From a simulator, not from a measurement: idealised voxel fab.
The name of this process module is voxel tone inversion.
The cross-section shown here is cut; it is 240 nm wide and divided into square cells measuring 5 nm on a side.
Reading order for cross-sections: top band down to bottom band. Underlying form: a grid of square cells. Band size: one or more rows of cells.
For a band, the entry starts with two heights in nm, that of the top and then that of the bottom, and carries on with the band's materials in order from left to right, each alongside its width in nm; the word "throughout" beside a single material means it fills the band edge to edge, and "blank" means empty space.
Ref level 0: as-received wafer is one material below here. Bottom band extends down with no lower bound ("z 0 and below").
Graded width ("30->40"): value in top row of band = first number; value in bottom row = second number; row-to-row change constant.
Reading "no alterations made" for a step: not a cell of the cross-section changed in it.
Closed empty spaces (no open way to the top) of 8 cells or more are what "Enclosed empty spaces" lists, each as width x height at distance from the left edge, nm for all three.
If you see something after the settings on a step's line, that's the simulator's own remark about that step.
Among the settings permitted on a step's line is "overlay nm"; applied to a step with a mask, it specifies the extent to which the mask lay to the right of its planned position, whereas a negative figure signifies a position to the left.
### So here's the lineup of process steps we planned
1. RECEIVE: material Si
2. CONFORMAL_DEP: material SiN, thk nm 10
3. DIRECTIONAL_DEP: material aC, thk nm 25
4. PATTERN: tone cover, mask id POSTS, material resist, width nm 20, pitch nm 50, thk nm 35, overlay nm 0
5. DIRECTIONAL_ETCH: etch materials aC, depth nm 25
6. STRIP: etch materials resist
7. FILL_DEP: material lowk, thk nm 5
8. CMP: height nm 35
9. STRIP: etch materials aC
10. CONFORMAL_DEP: material TiN, thk nm 5
11. FILL_DEP: material Ru, thk nm 10
12. CMP: height nm 35
13. CONFORMAL_DEP: material SiN, thk nm 5
### As-received state of the wafer in cross-section, equivalent to post-step 1
	z 0 and below: Si throughout
	Enclosed empty spaces: none
### Sectioned view, first of two wafers, at the close of the module, processed as intended in the plan
	z 40 to 35: SiN throughout
	z 35 to 15: lowk 35 nm / TiN 5 nm / Ru 10 nm / TiN 5 nm / lowk 30 nm / TiN 5 nm / Ru 10 nm / TiN 5 nm / lowk 30 nm / TiN 5 nm / Ru 10 nm / TiN 5 nm / lowk 30 nm / TiN 5 nm / Ru 10 nm / TiN 5 nm / lowk 35 nm
	z 15 to 10: lowk 35 nm / TiN 20 nm / lowk 30 nm / TiN 20 nm / lowk 30 nm / TiN 20 nm / lowk 30 nm / TiN 20 nm / lowk 35 nm
	z 10 to 0: SiN throughout
	z 0 and below: Si throughout
	Enclosed empty spaces: none
### Second wafer cross-section at end of module - shared start and plan with the first, one mistake in the run
	z 40 to 25: SiN throughout
	z 25 to 0: aC throughout
	z 0 and below: Si throughout
	Enclosed empty spaces: none
Want to know what went wrong? the processing plan was not followed for steps 2 and 3, which were run with their positions exchanged
Heads up, by the end the second wafer has more or fewer cells of some materials compared to the first: 32 fewer of Ru, 48 fewer of TiN, 240 more of aC, 160 fewer of lowk
